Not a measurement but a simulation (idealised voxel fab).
Process module in this document: voxel released beams
cross-section cut | 145 nm wide | cells 5 nm
Think of the cross-section as a grid of square cells. We describe it in bands, top to bottom, and each band covers one or more rows of those cells. Top, bottom (nm), then materials left to right with widths (nm); lone material tagged "all across" fills the whole band edge to edge; "empty" = empty space. Heights are expressed relative to 0, this being the level below which the as-received wafer comprises one material exclusively. The lowest band is unbounded in the downward direction and is denoted as in "z 0 and below". Read "30..40" as a graded width: first number on top, second number at the bottom, same change between each pair of neighbouring rows. Basically "no modifications" means that step didn't change any cell in the cross-section. Reported under the label "Catalogued sealed voids" are the empty spaces having no open way to the top and comprising 8 cells or more; the notation for each is width x height at distance, in which the distance is measured from the left edge and all three values are in nm. It should be noted that, on the line of a given step, the content following the step's settings is a remark produced by the simulator itself with respect to that step. overlay nm: where the mask lay relative to plan, measured to the right, on steps with a mask; negatives go left.
The following list gives the planned process steps:
1) RECEIVE, material Si
2) CONFORMAL_DEP, material Al2O3, thk nm 5
3) DIRECTIONAL_DEP, material SiO2, thk nm 15
4) PATTERN, tone open, mask id ANCHOR, material resist, width nm 45, thk nm 15, overlay nm 0
5) DIRECTIONAL_ETCH, etch materials SiO2, depth nm 15
6) STRIP, etch materials resist
7) CONFORMAL_DEP, material W, thk nm 15
8) MASKED_ETCH, tone cover, mask id BEAM, width nm 95, etch materials W, depth nm 15, overlay nm 0
9) STRIP, etch materials SiO2
Cross-sectional view of the wafer in its as-received condition, corresponding to the state after step 1:
	z 0 and below: Si all across
	Catalogued sealed voids: none
Wafer cross-section at module end: first of two, run to plan:
	z 35 to 20: empty=20; W=20; empty=15; W=60; empty=30
	z 20 to 5: empty=25; W=45; empty=75
	z 5 to 0: Al2O3 all across
	z 0 and below: Si all across
	Catalogued sealed voids: none
Wafer two, end of module, cross-section. Same start, same plan as wafer one. One mistake in the run:
	z 35 to 20: empty=20; W=95; empty=30
	z 20 to 15: Al2O3 all across
	z 15 to 0: SiO2 all across
	z 0 and below: Si all across
	Catalogued sealed voids: none
Where did the run depart from the plan? swap of plan steps 2 and 3 during execution
Count the cells at the end and the second wafer has more or fewer of some materials than the first: SiO2: 87 more; W: 18 fewer
